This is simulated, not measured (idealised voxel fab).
The following is a process module called voxel self aligned contacts.
Section shown: cut. Width: 290 nm. Cell size: 5 nm, square.
If you're reading a cross-section in this doc, picture square cells in a grid; it comes to you as bands, top ones listed first down to the bottom, and a band can be one or more rows of cells. This entry defines a band. It first specifies the height of the band's top and the height of its bottom in nm, and then specifies the band's materials from left to right, stating each material with its width in nm. The word "everywhere" identifies a single material that fills the band from edge to edge, while the word "empty" identifies empty space. Basically, 0 is our baseline, since under it the wafer straight out of the box is all one material. The bottom band has no lower end and keeps on going down, so it looks like "0 down". A width such as "30..40" changes by the same amount from each row of cells to the next, from the band's top row to its bottom row. The cross-section has no changed cell in any step marked "no change occurred". Empty spaces without an open route to the top, at least 8 cells in extent, make up the entry "Tabulated closed voids"; each is given as width x height at distance, where the distance is measured from the left edge, and all are in nm. Read whatever lies past the settings on a step's line as the simulator's own remark about the step. What "overlay nm" on a step's line means: if the step has a mask, that mask lay this far to the right of its planned place, or, when the value is negative, to the left.

THESE ARE THE STEPS WE PLANNED FOR THE PROCESS
1 RECEIVE [material Si]
2 OXIDIZE [depth nm 5]
3 DIRECTIONAL_DEP [material polySi] [thk nm 25]
4 DIRECTIONAL_DEP [material SiN] [thk nm 20]
5 DIRECTIONAL_DEP [material aC] [thk nm 15]
6 PATTERN [tone cover] [mask id GATE] [material resist] [width nm 25] [pitch nm 70] [thk nm 30] [overlay nm 0]
7 DIRECTIONAL_ETCH [etch materials aC] [depth nm 15]
8 STRIP [etch materials resist]
9 DIRECTIONAL_ETCH [etch materials SiN] [depth nm 20]
10 DIRECTIONAL_ETCH [etch materials polySi] [depth nm 25]
11 STRIP [etch materials aC]
12 CONFORMAL_DEP [material SiN] [thk nm 10]
13 DIRECTIONAL_ETCH [etch materials SiN] [depth nm 10]
14 FILL_DEP [material SiO2] [thk nm 20]
15 CMP [height nm 55]
16 MASKED_ETCH [tone open] [mask id CONTACT] [width nm 55] [etch materials SiO2] [depth nm 60] [overlay nm 0]
17 CONFORMAL_DEP [material TiN] [thk nm 5]
18 FILL_DEP [material W] [thk nm 10]
19 CMP [height nm 55]
20 CONFORMAL_DEP [material SiN] [thk nm 5]

CROSS-SECTION, INCOMING MATERIAL, AFTER STEP 1
    0 down | Si everywhere
    Tabulated closed voids: none

CROSS-SECTION: FIRST OF TWO WAFERS, MODULE FINISHED, RUN ACCORDING TO PLAN
    60 to 55 | SiN everywhere
    55 to 45 | 115 SiO2  5..20 TiN  45..15 W  5..20 TiN  120 SiO2
    45 to 25 | 85 SiO2  45 SiN  5 TiN  15 W  5 TiN  45 SiN  90 SiO2
    25 to 0 | 85 SiO2  10 SiN  25 polySi  10 SiN  5 TiN  15 W  5 TiN  10 SiN  25 polySi  10 SiN  90 SiO2
    0 to -5 | 130 SiO2  25 TiN  135 SiO2
    -5 down | Si everywhere
    Tabulated closed voids: none

SECOND OF TWO WAFERS, MODULE COMPLETE, SECTIONED: IT SHARES THE FIRST WAFER'S START AND PLAN BUT WAS RUN WITH ONE MISTAKE
    60 to 55 | SiN everywhere
    55 to 50 | 85 SiO2  45 SiN  5 TiN  15 W  5 TiN  45 SiN  90 SiO2
    50 to 30 | 85 SiO2  10 SiN  25 polySi  10 SiN  5 TiN  15 W  5 TiN  10 SiN  25 polySi  10 SiN  90 SiO2
    30 to 25 | 85 SiO2  10 SiN  25 polySi  10 SiN  25 TiN  10 SiN  25 polySi  10 SiN  90 SiO2
    25 to 0 | polySi everywhere
    0 to -5 | SiO2 everywhere
    -5 down | Si everywhere
    Tabulated closed voids: none
Finding, execution versus plan: step 3 in the plan was executed twice
Once processing is complete, comparing cell counts shows that the second wafer has more or fewer of certain materials than the first: SiN: 54 fewer, SiO2: 194 fewer, TiN: 18 fewer, W: 24 fewer, polySi: 290 more
